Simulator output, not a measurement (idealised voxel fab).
The following process module bears the name voxel ribs on slabs.
Xsec cut, 155 nm wide, square cell size 5 nm.
Format of a cross-section: grid, square cells. Given as bands. Order: top down. Band: one or more rows of cells.
A band entry consists of two parts. The first gives the height of the band's top and the height of its bottom, in nm. The rest lists the band's materials from left to right, each with its width in nm. A single material labelled with the word "all across" fills the band from edge to edge, and the word "blank" marks empty space.
We count height from 0. Below that, the starting wafer is all one material. The lowest band never ends at the bottom but goes on down; see "0 and below" for how that is written.
Graded width ("30->40"): value in top row of band = first number; value in bottom row = second number; row-to-row change constant.
Reading "nothing altered" for a step: not a cell of the cross-section changed in it.
You'll see "Fully closed voids" listing empty spaces that have no way open to the top, as long as they're 8 cells or more; the notation is width x height at distance, where the distance is from the left edge, and all of it is in nm.
It should be noted that, on the line of a given step, the content following the step's settings is a remark produced by the simulator itself with respect to that step.
What "overlay nm" on a step's line means: if the step has a mask, that mask lay this far to the right of its planned place, or, when the value is negative, to the left.

### Set out below are the planned steps of the process
- 1: RECEIVE, material Si
- 2: DIRECTIONAL_DEP, material SiO2, thk nm 25
- 3: DIRECTIONAL_DEP, material SiN, thk nm 25
- 4: DIRECTIONAL_DEP, material aC, thk nm 10
- 5: PATTERN, tone cover, mask id RIB, material resist, width nm 15, thk nm 25, overlay nm 0
- 6: DIRECTIONAL_ETCH, etch materials aC, depth nm 10
- 7: STRIP, etch materials resist
- 8: DIRECTIONAL_ETCH, etch materials SiN, depth nm 5
- 9: STRIP, etch materials aC
- 10: PATTERN, tone cover, mask id SLAB, material resist, width nm 65, thk nm 15, overlay nm 0
- 11: DIRECTIONAL_ETCH, etch materials SiN, depth nm 20
- 12: STRIP, etch materials resist
- 13: FILL_DEP, material SiO2, thk nm 20
- 14: CMP, height nm 65
- 15: DIRECTIONAL_DEP, material TiN, thk nm 10
- 16: DIRECTIONAL_DEP, material aC, thk nm 10
- 17: PATTERN, tone cover, mask id HEATER, material resist, width nm 35, thk nm 25, overlay nm 0
- 18: DIRECTIONAL_ETCH, etch materials aC, depth nm 10
- 19: STRIP, etch materials resist
- 20: DIRECTIONAL_ETCH, etch materials TiN, depth nm 10
- 21: STRIP, etch materials aC
- 22: CONFORMAL_DEP, material SiO2, thk nm 5
What sets these wafers apart? The width nm at step 5. They all start alike, and the plan carries the first wafer's value.

### Step 1 complete: as-received cross-section of the first of several wafers
> 0 and below  Si all across
> Fully closed voids: none

### Row per wafer, end-of-module: cell gain (+)/loss (-) by material since the wafer came in, then closed voids
width nm 15; +55 SiN; +383 SiO2; +14 TiN; Fully closed voids: none
width nm 20; +56 SiN; +382 SiO2; +14 TiN; Fully closed voids: none
width nm 25; +57 SiN; +381 SiO2; +14 TiN; Fully closed voids: none
width nm 30; +58 SiN; +380 SiO2; +14 TiN; Fully closed voids: none
width nm 35; +59 SiN; +379 SiO2; +14 TiN; Fully closed voids: none
width nm 40; +60 SiN; +378 SiO2; +14 TiN; Fully closed voids: none
